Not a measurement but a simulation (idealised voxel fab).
The following process module bears the name voxel capacitor over wiring.
The cross-section shown here is cut; it is 285 nm wide and divided into square cells measuring 5 nm on a side.
Heads up, the way a cross-section reads in here is a grid of square cells, handed over as bands from the top down, with every band being one or more rows of cells.
In this notation a band is specified by the heights of its top and bottom, in that order and in nm, after which its materials appear from left to right, each paired with its width in nm. The word "edge to edge" attached to a single material means that material fills the band from edge to edge; the word "empty" stands for empty space.
Beneath 0, the wafer as received is one material, and that level is where height counting begins. The lowest band goes on downward without a bottom; it is written like "0 -> down".
Width spec "30..40" -> top row of cells at first value, bottom row at second value, equal per-row change in between.
Where a step carries "nothing different", the cross-section came out of it unchanged, cell for cell.
This entry, "Enclosed voids", enumerates those empty regions of no fewer than 8 cells that possess no open connection to the top. Each region is reported in the form width x height at distance, the distance being taken from the left edge, with all three quantities expressed in nm.
after a step's settings: what the simulator itself notes on the step
You can add "overlay nm" to a step's line. For a step with a mask, it describes how far the mask lay to the right of its planned position, and a negative number describes a lay to the left.
What follows is a series of pairs. Each pair shows a cross-section before one process step and the cross-section after it, and the after view is drawn only down to the lowest band that changed. Beneath each pair is the step that lies between the two, with its settings. Pairs may come from different runs of this module on the same starting wafer, so a pair continues from the one above it only where its entry headed "State on entry" says so.
State on entry:
	0 -> down = Si edge to edge
	Enclosed voids: none
Cut View, Post-Step:
	10 -> 0 = SiO2 edge to edge
	Note: structure below 0 unchanged.
	Enclosed voids: none
What process step lies between the two cross-sections above? CONFORMAL_DEP,material SiO2,thk nm 10
State on entry: look at the pair above, its after cross-section is where this step starts.
Cut View, Post-Step:
	15 -> 10 = TiN edge to edge
	Note: structure below 10 unchanged.
	Enclosed voids: none
What process step lies between the two cross-sections above? DIRECTIONAL_DEP,material TiN,thk nm 5
State on entry: look at the pair above, its after cross-section is where this step starts.
Cut View, Post-Step:
	30 -> 15 = Ru edge to edge
	Note: structure below 15 unchanged.
	Enclosed voids: none
What process step lies between the two cross-sections above? DIRECTIONAL_DEP,material Ru,thk nm 15
State on entry: look at the pair above, its after cross-section is where this step starts.
Cut View, Post-Step:
	50 -> 30 = 85 nm empty, 30 nm resist, 50 nm empty, 30 nm resist, 90 nm empty
	Note: structure below 30 unchanged.
	Enclosed voids: none
What process step lies between the two cross-sections above? PATTERN,tone cover,mask id METAL_1,material resist,width nm 30,pitch nm 80,thk nm 20,overlay nm 0
State on entry: look at the pair above, its after cross-section is where this step starts.
Cut View, Post-Step:
	50 -> 30 = 85 nm empty, 30 nm resist, 50 nm empty, 30 nm resist, 90 nm empty
	30 -> 15 = 85 nm empty, 30 nm Ru, 50 nm empty, 30 nm Ru, 90 nm empty
	Note: structure below 15 unchanged.
	Enclosed voids: none
What process step lies between the two cross-sections above? DIRECTIONAL_ETCH,etch materials Ru,depth nm 15
State on entry: look at the pair above, its after cross-section is where this step starts.
Cut View, Post-Step:
	50 -> 30 = 85 nm empty, 30 nm resist, 50 nm empty, 30 nm resist, 90 nm empty
	30 -> 15 = 85 nm empty, 30 nm Ru, 50 nm empty, 30 nm Ru, 90 nm empty
	15 -> 10 = 85 nm empty, 30 nm TiN, 50 nm empty, 30 nm TiN, 90 nm empty
	Note: structure below 10 unchanged.
	Enclosed voids: none
What process step lies between the two cross-sections above? DIRECTIONAL_ETCH,etch materials TiN,depth nm 5
State on entry: look at the pair above, its after cross-section is where this step starts.
Cut View, Post-Step:
	30 -> 15 = 85 nm empty, 30 nm Ru, 50 nm empty, 30 nm Ru, 90 nm empty
	Note: structure below 15 unchanged.
	Enclosed voids: none
What process step lies between the two cross-sections above? STRIP,etch materials resist
State on entry: look at the pair above, its after cross-section is where this step starts.
Cut View, Post-Step:
	35 -> 30 = 80 nm empty, 40 nm SiN, 40 nm empty, 40 nm SiN, 85 nm empty
	30 -> 15 = 80 nm empty, 5 nm SiN, 30 nm Ru, 5 nm SiN, 40 nm empty, 5 nm SiN, 30 nm Ru, 5 nm SiN, 85 nm empty
	15 -> 10 = 85 nm SiN, 30 nm TiN, 50 nm SiN, 30 nm TiN, 90 nm SiN
	Note: structure below 10 unchanged.
	Enclosed voids: none
What process step lies between the two cross-sections above? CONFORMAL_DEP,material SiN,thk nm 5
State on entry: look at the pair above, its after cross-section is where this step starts.
Cut View, Post-Step:
	40 -> 35 = lowk edge to edge
	35 -> 30 = 80 nm lowk, 40 nm SiN, 40 nm lowk, 40 nm SiN, 85 nm lowk
	30 -> 15 = 80 nm lowk, 5 nm SiN, 30 nm Ru, 5 nm SiN, 40 nm lowk, 5 nm SiN, 30 nm Ru, 5 nm SiN, 85 nm lowk
	Note: structure below 15 unchanged.
	Enclosed voids: none
What process step lies between the two cross-sections above? FILL_DEP,material lowk,thk nm 5
State on entry: look at the pair above, its after cross-section is where this step starts.
Cut View, Post-Step:
	30 -> 15 = 80 nm lowk, 5 nm SiN, 30 nm Ru, 5 nm SiN, 40 nm lowk, 5 nm SiN, 30 nm Ru, 5 nm SiN, 85 nm lowk
	Note: structure below 15 unchanged.
	Enclosed voids: none
What process step lies between the two cross-sections above? CMP,height nm 30
State on entry: look at the pair above, its after cross-section is where this step starts.
Cut View, Post-Step:
	35 -> 30 = SiCN edge to edge
	Note: structure below 30 unchanged.
	Enclosed voids: none
What process step lies between the two cross-sections above? CONFORMAL_DEP,material SiCN,thk nm 5
State on entry: look at the pair above, its after cross-section is where this step starts.
Cut View, Post-Step:
	45 -> 35 = SiO2 edge to edge
	Note: structure below 35 unchanged.
	Enclosed voids: none
What process step lies between the two cross-sections above? DIRECTIONAL_DEP,material SiO2,thk nm 10
State on entry: look at the pair above, its after cross-section is where this step starts.
Cut View, Post-Step:
	45 -> 35 = 100 nm SiO2, 15 nm empty, 170 nm SiO2
	Note: structure below 35 unchanged.
	Enclosed voids: none
What process step lies between the two cross-sections above? MASKED_ETCH,tone open,mask id PLUG_1,width nm 15,etch materials SiO2,depth nm 10,overlay nm 0
State on entry: look at the pair above, its after cross-section is where this step starts.
Cut View, Post-Step:
	45 -> 35 = 100 nm SiO2, 15 nm empty, 170 nm SiO2
	35 -> 30 = 100 nm SiCN, 15 nm empty, 170 nm SiCN
	Note: structure below 30 unchanged.
	Enclosed voids: none
What process step lies between the two cross-sections above? MASKED_ETCH,tone open,mask id PLUG_1,width nm 15,etch materials SiCN,depth nm 5,overlay nm 0
State on entry: look at the pair above, its after cross-section is where this step starts.
Cut View, Post-Step:
	45 -> 40 = 100 nm SiO2, 15 nm empty, 170 nm SiO2
	40 -> 35 = 100 nm SiO2, 15 nm Ru, 170 nm SiO2
	35 -> 30 = 100 nm SiCN, 15 nm Ru, 170 nm SiCN
	Note: structure below 30 unchanged.
	Enclosed voids: none
What process step lies between the two cross-sections above? EPI,material Ru,thk nm 10
State on entry: look at the pair above, its after cross-section is where this step starts.
Cut View, Post-Step:
	45 -> 35 = 100 nm SiO2, 15 nm Ru, 170 nm SiO2
	Note: structure below 35 unchanged.
	Enclosed voids: none
What process step lies between the two cross-sections above? EPI,material Ru,thk nm 5
State on entry: look at the pair above, its after cross-section is where this step starts.
Cut View, Post-Step:
	55 -> 45 = TiN edge to edge
	Note: structure below 45 unchanged.
	Enclosed voids: none
What process step lies between the two cross-sections above? DIRECTIONAL_DEP,material TiN,thk nm 10
State on entry: look at the pair above, its after cross-section is where this step starts.
Cut View, Post-Step:
	60 -> 55 = Al2O3 edge to edge
	Note: structure below 55 unchanged.
	Enclosed voids: none
What process step lies between the two cross-sections above? DIRECTIONAL_DEP,material Al2O3,thk nm 5
State on entry: look at the pair above, its after cross-section is where this step starts.
Cut View, Post-Step:
	70 -> 60 = TiN edge to edge
	Note: structure below 60 unchanged.
	Enclosed voids: none
What process step lies between the two cross-sections above? DIRECTIONAL_DEP,material TiN,thk nm 10
State on entry: look at the pair above, its after cross-section is where this step starts.
Cut View, Post-Step:
	90 -> 70 = 100 nm empty, 55 nm resist, 130 nm empty
	Note: structure below 70 unchanged.
	Enclosed voids: none
What process step lies between the two cross-sections above? PATTERN,tone cover,mask id UPPER_PLATE,material resist,width nm 55,thk nm 20,overlay nm 0
State on entry: look at the pair above, its after cross-section is where this step starts.
Cut View, Post-Step:
	90 -> 70 = 100 nm empty, 55 nm resist, 130 nm empty
	70 -> 60 = 100 nm empty, 55 nm TiN, 130 nm empty
	Note: structure below 60 unchanged.
	Enclosed voids: none
What process step lies between the two cross-sections above? DIRECTIONAL_ETCH,etch materials TiN,depth nm 10
State on entry: look at the pair above, its after cross-section is where this step starts.
Cut View, Post-Step:
	90 -> 70 = 100 nm empty, 55 nm resist, 130 nm empty
	70 -> 60 = 100 nm empty, 55 nm TiN, 130 nm empty
	60 -> 55 = 100 nm empty, 55 nm Al2O3, 130 nm empty
	Note: structure below 55 unchanged.
	Enclosed voids: none
What process step lies between the two cross-sections above? DIRECTIONAL_ETCH,etch materials Al2O3,depth nm 5
State on entry: look at the pair above, its after cross-section is where this step starts.
Cut View, Post-Step:
	70 -> 60 = 100 nm empty, 55 nm TiN, 130 nm empty
	Note: structure below 60 unchanged.
	Enclosed voids: none
What process step lies between the two cross-sections above? STRIP,etch materials resist
State on entry: look at the pair above, its after cross-section is where this step starts.
Cut View, Post-Step:
	70 -> 60 = 100 nm empty, 55 nm TiN, 130 nm empty
	60 -> 55 = 100 nm empty, 55 nm Al2O3, 130 nm empty
	55 -> 45 = 95 nm empty, 65 nm TiN, 125 nm empty
	Note: structure below 45 unchanged.
	Enclosed voids: none
What process step lies between the two cross-sections above? MASKED_ETCH,tone cover,mask id LOWER_PLATE,width nm 65,etch materials TiN,depth nm 10,overlay nm 0
State on entry: look at the pair above, its after cross-section is where this step starts.
Cut View, Post-Step:
	85 -> 70 = SiO2 edge to edge
	70 -> 60 = 100 nm SiO2, 55 nm TiN, 130 nm SiO2
	60 -> 55 = 100 nm SiO2, 55 nm Al2O3, 130 nm SiO2
	55 -> 45 = 95 nm SiO2, 65 nm TiN, 125 nm SiO2
	Note: structure below 45 unchanged.
	Enclosed voids: none
What process step lies between the two cross-sections above? FILL_DEP,material SiO2,thk nm 15
State on entry: look at the pair above, its after cross-section is where this step starts.
Cut View, Post-Step:
	80 -> 70 = SiO2 edge to edge
	Note: structure below 70 unchanged.
	Enclosed voids: none
What process step lies between the two cross-sections above? CMP,height nm 80
State on entry: look at the pair above, its after cross-section is where this step starts.
Cut View, Post-Step:
	90 -> 80 = aC edge to edge
	Note: structure below 80 unchanged.
	Enclosed voids: none
What process step lies between the two cross-sections above? DIRECTIONAL_DEP,material aC,thk nm 10
State on entry: look at the pair above, its after cross-section is where this step starts.
Cut View, Post-Step:
	120 -> 90 = 110 nm resist, 15 nm empty, 160 nm resist
	Note: structure below 90 unchanged.
	Enclosed voids: none
What process step lies between the two cross-sections above? PATTERN,tone open,mask id PLUG_2,material resist,width nm 15,thk nm 30,overlay nm 0
State on entry: look at the pair above, its after cross-section is where this step starts.
Cut View, Post-Step:
	110 -> 90 = 110 nm resist, 15 nm empty, 160 nm resist
	90 -> 80 = 110 nm aC, 15 nm empty, 160 nm aC
	Note: structure below 80 unchanged.
	Enclosed voids: none
What process step lies between the two cross-sections above? DIRECTIONAL_ETCH,etch materials aC,depth nm 10
State on entry: look at the pair above, its after cross-section is where this step starts.
Cut View, Post-Step:
	90 -> 80 = 110 nm aC, 15 nm empty, 160 nm aC
	Note: structure below 80 unchanged.
	Enclosed voids: none
What process step lies between the two cross-sections above? STRIP,etch materials resist
State on entry: look at the pair above, its after cross-section is where this step starts.
Cut View, Post-Step:
	90 -> 80 = 110 nm aC, 15 nm empty, 160 nm aC
	80 -> 70 = 110 nm SiO2, 15 nm empty, 160 nm SiO2
	Note: structure below 70 unchanged.
	Enclosed voids: none
What process step lies between the two cross-sections above? DIRECTIONAL_ETCH,etch materials SiO2,depth nm 10
State on entry: look at the pair above, its after cross-section is where this step starts.
Cut View, Post-Step:
	80 -> 70 = 110 nm SiO2, 15 nm empty, 160 nm SiO2
	Note: structure below 70 unchanged.
	Enclosed voids: none
What process step lies between the two cross-sections above? STRIP,etch materials aC
State on entry: look at the pair above, its after cross-section is where this step starts.
Cut View, Post-Step:
	85 -> 80 = 115 nm TiN, 5 nm empty, 165 nm TiN
	80 -> 75 = 110 nm SiO2, 5 nm TiN, 5 nm empty, 5 nm TiN, 160 nm SiO2
	75 -> 70 = 110 nm SiO2, 15 nm TiN, 160 nm SiO2
	Note: structure below 70 unchanged.
	Enclosed voids: none
What process step lies between the two cross-sections above? CONFORMAL_DEP,material TiN,thk nm 5
State on entry: look at the pair above, its after cross-section is where this step starts.
Cut View, Post-Step:
	90 -> 85 = Ru edge to edge
	85 -> 80 = 115 nm TiN, 5 nm Ru, 165 nm TiN
	80 -> 75 = 110 nm SiO2, 5 nm TiN, 5 nm Ru, 5 nm TiN, 160 nm SiO2
	Note: structure below 75 unchanged.
	Enclosed voids: none
What process step lies between the two cross-sections above? FILL_DEP,material Ru,thk nm 5
State on entry: look at the pair above, its after cross-section is where this step starts.
Cut View, Post-Step:
	80 -> 75 = 110 nm SiO2, 5 nm TiN, 5 nm Ru, 5 nm TiN, 160 nm SiO2
	Note: structure below 75 unchanged.
	Enclosed voids: none
What process step lies between the two cross-sections above? CMP,height nm 80
State on entry: look at the pair above, its after cross-section is where this step starts.
Cut View, Post-Step:
	85 -> 80 = SiCN edge to edge
	Note: structure below 80 unchanged.
	Enclosed voids: none
What process step lies between the two cross-sections above? CONFORMAL_DEP,material SiCN,thk nm 5
State on entry:
	55 -> 45 = TiN edge to edge
	45 -> 35 = 100 nm SiO2, 15 nm Ru, 170 nm SiO2
	35 -> 30 = 100 nm SiCN, 15 nm Ru, 170 nm SiCN
	30 -> 15 = 80 nm lowk, 5 nm SiN, 30 nm Ru, 5 nm SiN, 40 nm lowk, 5 nm SiN, 30 nm Ru, 5 nm SiN, 85 nm lowk
	15 -> 10 = 85 nm SiN, 30 nm TiN, 50 nm SiN, 30 nm TiN, 90 nm SiN
	10 -> 0 = SiO2 edge to edge
	0 -> down = Si edge to edge
	Enclosed voids: none
Cut View, Post-Step:
	65 -> 45 = TiN edge to edge
	Note: structure below 45 unchanged.
	Enclosed voids: none
What process step lies between the two cross-sections above? DIRECTIONAL_DEP,material TiN,thk nm 10
State on entry: look at the pair above, its after cross-section is where this step starts.
Cut View, Post-Step:
	85 -> 65 = 100 nm empty, 55 nm resist, 130 nm empty
	Note: structure below 65 unchanged.
	Enclosed voids: none
What process step lies between the two cross-sections above? PATTERN,tone cover,mask id UPPER_PLATE,material resist,width nm 55,thk nm 20,overlay nm 0
State on entry: look at the pair above, its after cross-section is where this step starts.
Cut View, Post-Step:
	85 -> 65 = 100 nm empty, 55 nm resist, 130 nm empty
	65 -> 55 = 100 nm empty, 55 nm TiN, 130 nm empty
	Note: structure below 55 unchanged.
	Enclosed voids: none
What process step lies between the two cross-sections above? DIRECTIONAL_ETCH,etch materials TiN,depth nm 10
State on entry: look at the pair above, its after cross-section is where this step starts.
Cut View, Post-Step:
	65 -> 55 = 100 nm empty, 55 nm TiN, 130 nm empty
	Note: structure below 55 unchanged.
	Enclosed voids: none
What process step lies between the two cross-sections above? STRIP,etch materials resist
State on entry: look at the pair above, its after cross-section is where this step starts.
Cut View, Post-Step:
	65 -> 55 = 100 nm empty, 55 nm TiN, 130 nm empty
	55 -> 45 = 95 nm empty, 65 nm TiN, 125 nm empty
	Note: structure below 45 unchanged.
	Enclosed voids: none
What process step lies between the two cross-sections above? MASKED_ETCH,tone cover,mask id LOWER_PLATE,width nm 65,etch materials TiN,depth nm 10,overlay nm 0
State on entry: look at the pair above, its after cross-section is where this step starts.
Cut View, Post-Step:
	80 -> 65 = SiO2 edge to edge
	65 -> 55 = 100 nm SiO2, 55 nm TiN, 130 nm SiO2
	55 -> 45 = 95 nm SiO2, 65 nm TiN, 125 nm SiO2
	Note: structure below 45 unchanged.
	Enclosed voids: none
What process step lies between the two cross-sections above? FILL_DEP,material SiO2,thk nm 15
State on entry: look at the pair above, its after cross-section is where this step starts.
Cut View, Post-Step:
	90 -> 80 = aC edge to edge
	Note: structure below 80 unchanged.
	Enclosed voids: none
What process step lies between the two cross-sections above? DIRECTIONAL_DEP,material aC,thk nm 10
State on entry: look at the pair above, its after cross-section is where this step starts.
Cut View, Post-Step:
	120 -> 90 = 110 nm resist, 15 nm empty, 160 nm resist
	Note: structure below 90 unchanged.
	Enclosed voids: none
What process step lies between the two cross-sections above? PATTERN,tone open,mask id PLUG_2,material resist,width nm 15,thk nm 30,overlay nm 0
State on entry: look at the pair above, its after cross-section is where this step starts.
Cut View, Post-Step:
	110 -> 90 = 110 nm resist, 15 nm empty, 160 nm resist
	90 -> 80 = 110 nm aC, 15 nm empty, 160 nm aC
	Note: structure below 80 unchanged.
	Enclosed voids: none
What process step lies between the two cross-sections above? DIRECTIONAL_ETCH,etch materials aC,depth nm 10
State on entry: look at the pair above, its after cross-section is where this step starts.
Cut View, Post-Step:
	90 -> 80 = 110 nm aC, 15 nm empty, 160 nm aC
	Note: structure below 80 unchanged.
	Enclosed voids: none
What process step lies between the two cross-sections above? STRIP,etch materials resist
State on entry: look at the pair above, its after cross-section is where this step starts.
Cut View, Post-Step:
	90 -> 80 = 110 nm aC, 15 nm empty, 160 nm aC
	80 -> 70 = 110 nm SiO2, 15 nm empty, 160 nm SiO2
	Note: structure below 70 unchanged.
	Enclosed voids: none
What process step lies between the two cross-sections above? DIRECTIONAL_ETCH,etch materials SiO2,depth nm 10
State on entry: look at the pair above, its after cross-section is where this step starts.
Cut View, Post-Step:
	80 -> 70 = 110 nm SiO2, 15 nm empty, 160 nm SiO2
	Note: structure below 70 unchanged.
	Enclosed voids: none
What process step lies between the two cross-sections above? STRIP,etch materials aC
State on entry: look at the pair above, its after cross-section is where this step starts.
Cut View, Post-Step:
	85 -> 80 = 115 nm TiN, 5 nm empty, 165 nm TiN
	80 -> 75 = 110 nm SiO2, 5 nm TiN, 5 nm empty, 5 nm TiN, 160 nm SiO2
	75 -> 70 = 110 nm SiO2, 15 nm TiN, 160 nm SiO2
	Note: structure below 70 unchanged.
	Enclosed voids: none
What process step lies between the two cross-sections above? CONFORMAL_DEP,material TiN,thk nm 5
State on entry: look at the pair above, its after cross-section is where this step starts.
Cut View, Post-Step:
	90 -> 85 = Ru edge to edge
	85 -> 80 = 115 nm TiN, 5 nm Ru, 165 nm TiN
	80 -> 75 = 110 nm SiO2, 5 nm TiN, 5 nm Ru, 5 nm TiN, 160 nm SiO2
	Note: structure below 75 unchanged.
	Enclosed voids: none
What process step lies between the two cross-sections above? FILL_DEP,material Ru,thk nm 5
State on entry: look at the pair above, its after cross-section is where this step starts.
Cut View, Post-Step:
	80 -> 75 = 110 nm SiO2, 5 nm TiN, 5 nm Ru, 5 nm TiN, 160 nm SiO2
	Note: structure below 75 unchanged.
	Enclosed voids: none
What process step lies between the two cross-sections above? CMP,height nm 80
State on entry: look at the pair above, its after cross-section is where this step starts.
Cut View, Post-Step:
	85 -> 80 = SiCN edge to edge
	Note: structure below 80 unchanged.
	Enclosed voids: none
What process step lies between the two cross-sections above? CONFORMAL_DEP,material SiCN,thk nm 5
State on entry:
	45 -> 40 = 100 nm SiO2, 15 nm empty, 170 nm SiO2
	40 -> 35 = 100 nm SiO2, 15 nm Ru, 170 nm SiO2
	35 -> 30 = 100 nm SiCN, 15 nm Ru, 170 nm SiCN
	30 -> 15 = 80 nm lowk, 5 nm SiN, 30 nm Ru, 5 nm SiN, 40 nm lowk, 5 nm SiN, 30 nm Ru, 5 nm SiN, 85 nm lowk
	15 -> 10 = 85 nm SiN, 30 nm TiN, 50 nm SiN, 30 nm TiN, 90 nm SiN
	10 -> 0 = SiO2 edge to edge
	0 -> down = Si edge to edge
	Enclosed voids: none
Cut View, Post-Step:
	50 -> 45 = 95 nm empty, 25 nm Ru, 165 nm empty
	45 -> 35 = 100 nm SiO2, 15 nm Ru, 170 nm SiO2
	Note: structure below 35 unchanged.
	Enclosed voids: none
What process step lies between the two cross-sections above? EPI,material Ru,thk nm 10
State on entry: look at the pair above, its after cross-section is where this step starts.
Cut View, Post-Step:
	55 -> 45 = 90 nm empty, 35 nm Ru, 160 nm empty
	Note: structure below 45 unchanged.
	Enclosed voids: none
What process step lies between the two cross-sections above? EPI,material Ru,thk nm 5
State on entry: look at the pair above, its after cross-section is where this step starts.
Cut View, Post-Step:
	65 -> 55 = 90 nm empty, 35 nm TiN, 160 nm empty
	55 -> 45 = 90 nm TiN, 35 nm Ru, 160 nm TiN
	Note: structure below 45 unchanged.
	Enclosed voids: none
What process step lies between the two cross-sections above? DIRECTIONAL_DEP,material TiN,thk nm 10
State on entry: look at the pair above, its after cross-section is where this step starts.
Cut View, Post-Step:
	70 -> 65 = 90 nm empty, 35 nm Al2O3, 160 nm empty
	65 -> 60 = 90 nm empty, 35 nm TiN, 160 nm empty
	60 -> 55 = 90 nm Al2O3, 35 nm TiN, 160 nm Al2O3
	Note: structure below 55 unchanged.
	Enclosed voids: none
What process step lies between the two cross-sections above? DIRECTIONAL_DEP,material Al2O3,thk nm 5
State on entry: look at the pair above, its after cross-section is where this step starts.
Cut View, Post-Step:
	80 -> 70 = 90 nm empty, 35 nm TiN, 160 nm empty
	70 -> 65 = 90 nm TiN, 35 nm Al2O3, 160 nm TiN
	65 -> 60 = TiN edge to edge
	Note: structure below 60 unchanged.
	Enclosed voids: none
What process step lies between the two cross-sections above? DIRECTIONAL_DEP,material TiN,thk nm 10
State on entry: look at the pair above, its after cross-section is where this step starts.
Cut View, Post-Step:
	100 -> 80 = 100 nm empty, 55 nm resist, 130 nm empty
	80 -> 70 = 90 nm empty, 35 nm TiN, 30 nm resist, 130 nm empty
	Note: structure below 70 unchanged.
	Enclosed voids: none
What process step lies between the two cross-sections above? PATTERN,tone cover,mask id UPPER_PLATE,material resist,width nm 55,thk nm 20,overlay nm 0
State on entry: look at the pair above, its after cross-section is where this step starts.
Cut View, Post-Step:
	100 -> 80 = 100 nm empty, 55 nm resist, 130 nm empty
	80 -> 70 = 100 nm empty, 25 nm TiN, 30 nm resist, 130 nm empty
	70 -> 65 = 90 nm empty, 35 nm Al2O3, 30 nm TiN, 130 nm empty
	65 -> 60 = 90 nm empty, 65 nm TiN, 130 nm empty
	Note: structure below 60 unchanged.
	Enclosed voids: none
What process step lies between the two cross-sections above? DIRECTIONAL_ETCH,etch materials TiN,depth nm 10
State on entry: look at the pair above, its after cross-section is where this step starts.
Cut View, Post-Step:
	100 -> 80 = 100 nm empty, 55 nm resist, 130 nm empty
	80 -> 70 = 100 nm empty, 25 nm TiN, 30 nm resist, 130 nm empty
	70 -> 65 = 100 nm empty, 25 nm Al2O3, 30 nm TiN, 130 nm empty
	65 -> 60 = 90 nm empty, 65 nm TiN, 130 nm empty
	60 -> 55 = 90 nm empty, 35 nm TiN, 30 nm Al2O3, 130 nm empty
	Note: structure below 55 unchanged.
	Enclosed voids: none
What process step lies between the two cross-sections above? DIRECTIONAL_ETCH,etch materials Al2O3,depth nm 5
State on entry: look at the pair above, its after cross-section is where this step starts.
Cut View, Post-Step:
	80 -> 70 = 100 nm empty, 25 nm TiN, 160 nm empty
	Note: structure below 70 unchanged.
	Enclosed voids: none
What process step lies between the two cross-sections above? STRIP,etch materials resist
State on entry: look at the pair above, its after cross-section is where this step starts.
Cut View, Post-Step:
	80 -> 70 = 100 nm empty, 25 nm TiN, 160 nm empty
	70 -> 65 = 100 nm empty, 25 nm Al2O3, 30 nm TiN, 130 nm empty
	65 -> 60 = 95 nm empty, 60 nm TiN, 130 nm empty
	60 -> 55 = 95 nm empty, 30 nm TiN, 30 nm Al2O3, 130 nm empty
	55 -> 45 = 90 nm empty, 35 nm Ru, 35 nm TiN, 125 nm empty
	Note: structure below 45 unchanged.
	Enclosed voids: none
What process step lies between the two cross-sections above? MASKED_ETCH,tone cover,mask id LOWER_PLATE,width nm 65,etch materials TiN,depth nm 10,overlay nm 0
State on entry: look at the pair above, its after cross-section is where this step starts.
Cut View, Post-Step:
	95 -> 80 = SiO2 edge to edge
	80 -> 70 = 100 nm SiO2, 25 nm TiN, 160 nm SiO2
	70 -> 65 = 100 nm SiO2, 25 nm Al2O3, 30 nm TiN, 130 nm SiO2
	65 -> 60 = 95 nm SiO2, 60 nm TiN, 130 nm SiO2
	60 -> 55 = 95 nm SiO2, 30 nm TiN, 30 nm Al2O3, 130 nm SiO2
	55 -> 45 = 90 nm SiO2, 35 nm Ru, 35 nm TiN, 125 nm SiO2
	Note: structure below 45 unchanged.
	Enclosed voids: none
What process step lies between the two cross-sections above? FILL_DEP,material SiO2,thk nm 15
State on entry: look at the pair above, its after cross-section is where this step starts.
Cut View, Post-Step:
	80 -> 70 = 100 nm SiO2, 25 nm TiN, 160 nm SiO2
	Note: structure below 70 unchanged.
	Enclosed voids: none
What process step lies between the two cross-sections above? CMP,height nm 80
State on entry: look at the pair above, its after cross-section is where this step starts.
Cut View, Post-Step:
	90 -> 80 = aC edge to edge
	Note: structure below 80 unchanged.
	Enclosed voids: none
What process step lies between the two cross-sections above? DIRECTIONAL_DEP,material aC,thk nm 10
State on entry: look at the pair above, its after cross-section is where this step starts.
Cut View, Post-Step:
	120 -> 90 = 110 nm resist, 15 nm empty, 160 nm resist
	Note: structure below 90 unchanged.
	Enclosed voids: none
What process step lies between the two cross-sections above? PATTERN,tone open,mask id PLUG_2,material resist,width nm 15,thk nm 30,overlay nm 0
State on entry: look at the pair above, its after cross-section is where this step starts.
Cut View, Post-Step:
	110 -> 90 = 110 nm resist, 15 nm empty, 160 nm resist
	90 -> 80 = 110 nm aC, 15 nm empty, 160 nm aC
	Note: structure below 80 unchanged.
	Enclosed voids: none
What process step lies between the two cross-sections above? DIRECTIONAL_ETCH,etch materials aC,depth nm 10
State on entry: look at the pair above, its after cross-section is where this step starts.
Cut View, Post-Step:
	90 -> 80 = 110 nm aC, 15 nm empty, 160 nm aC
	Note: structure below 80 unchanged.
	Enclosed voids: none
What process step lies between the two cross-sections above? STRIP,etch materials resist
State on entry: look at the pair above, its after cross-section is where this step starts.
Cut View, Post-Step:
	80 -> 70 = 100 nm SiO2, 25 nm TiN, 160 nm SiO2
	Note: structure below 70 unchanged.
	Enclosed voids: none
What process step lies between the two cross-sections above? STRIP,etch materials aC
State on entry: look at the pair above, its after cross-section is where this step starts.
Cut View, Post-Step:
	85 -> 80 = TiN edge to edge
	Note: structure below 80 unchanged.
	Enclosed voids: none
What process step lies between the two cross-sections above? CONFORMAL_DEP,material TiN,thk nm 5
State on entry: look at the pair above, its after cross-section is where this step starts.
Cut View, Post-Step:
	90 -> 85 = Ru edge to edge
	Note: structure below 85 unchanged.
	Enclosed voids: none
What process step lies between the two cross-sections above? FILL_DEP,material Ru,thk nm 5
State on entry: look at the pair above, its after cross-section is where this step starts.
Cut View, Post-Step:
	80 -> 70 = 100 nm SiO2, 25 nm TiN, 160 nm SiO2
	Note: structure below 70 unchanged.
	Enclosed voids: none
What process step lies between the two cross-sections above? CMP,height nm 80
State on entry: look at the pair above, its after cross-section is where this step starts.
Cut View, Post-Step:
	85 -> 80 = SiCN edge to edge
	Note: structure below 80 unchanged.
	Enclosed voids: none
What process step lies between the two cross-sections above? CONFORMAL_DEP,material SiCN,thk nm 5
State on entry:
	0 -> down = Si edge to edge
	Enclosed voids: none
Cut View, Post-Step:
	5 -> 0 = TiN edge to edge
	Note: structure below 0 unchanged.
	Enclosed voids: none
What process step lies between the two cross-sections above? DIRECTIONAL_DEP,material TiN,thk nm 5
State on entry: look at the pair above, its after cross-section is where this step starts.
Cut View, Post-Step:
	15 -> 5 = SiO2 edge to edge
	Note: structure below 5 unchanged.
	Enclosed voids: none
What process step lies between the two cross-sections above? CONFORMAL_DEP,material SiO2,thk nm 10
State on entry: look at the pair above, its after cross-section is where this step starts.
Cut View, Post-Step:
	30 -> 15 = Ru edge to edge
	Note: structure below 15 unchanged.
	Enclosed voids: none
What process step lies between the two cross-sections above? DIRECTIONAL_DEP,material Ru,thk nm 15
State on entry: look at the pair above, its after cross-section is where this step starts.
Cut View, Post-Step:
	50 -> 30 = 85 nm empty, 30 nm resist, 50 nm empty, 30 nm resist, 90 nm empty
	Note: structure below 30 unchanged.
	Enclosed voids: none
What process step lies between the two cross-sections above? PATTERN,tone cover,mask id METAL_1,material resist,width nm 30,pitch nm 80,thk nm 20,overlay nm 0
State on entry: look at the pair above, its after cross-section is where this step starts.
Cut View, Post-Step:
	50 -> 30 = 85 nm empty, 30 nm resist, 50 nm empty, 30 nm resist, 90 nm empty
	30 -> 15 = 85 nm empty, 30 nm Ru, 50 nm empty, 30 nm Ru, 90 nm empty
	Note: structure below 15 unchanged.
	Enclosed voids: none
What process step lies between the two cross-sections above? DIRECTIONAL_ETCH,etch materials Ru,depth nm 15
State on entry: look at the pair above, its after cross-section is where this step starts.
Cut View, Post-Step:
	30 -> 15 = 85 nm empty, 30 nm Ru, 50 nm empty, 30 nm Ru, 90 nm empty
	Note: structure below 15 unchanged.
	Enclosed voids: none
What process step lies between the two cross-sections above? STRIP,etch materials resist
State on entry: look at the pair above, its after cross-section is where this step starts.
Cut View, Post-Step:
	35 -> 30 = 80 nm empty, 40 nm SiN, 40 nm empty, 40 nm SiN, 85 nm empty
	30 -> 20 = 80 nm empty, 5 nm SiN, 30 nm Ru, 5 nm SiN, 40 nm empty, 5 nm SiN, 30 nm Ru, 5 nm SiN, 85 nm empty
	20 -> 15 = 85 nm SiN, 30 nm Ru, 50 nm SiN, 30 nm Ru, 90 nm SiN
	Note: structure below 15 unchanged.
	Enclosed voids: none
What process step lies between the two cross-sections above? CONFORMAL_DEP,material SiN,thk nm 5
State on entry: look at the pair above, its after cross-section is where this step starts.
Cut View, Post-Step:
	40 -> 35 = lowk edge to edge
	35 -> 30 = 80 nm lowk, 40 nm SiN, 40 nm lowk, 40 nm SiN, 85 nm lowk
	30 -> 20 = 80 nm lowk, 5 nm SiN, 30 nm Ru, 5 nm SiN, 40 nm lowk, 5 nm SiN, 30 nm Ru, 5 nm SiN, 85 nm lowk
	Note: structure below 20 unchanged.
	Enclosed voids: none
What process step lies between the two cross-sections above? FILL_DEP,material lowk,thk nm 5
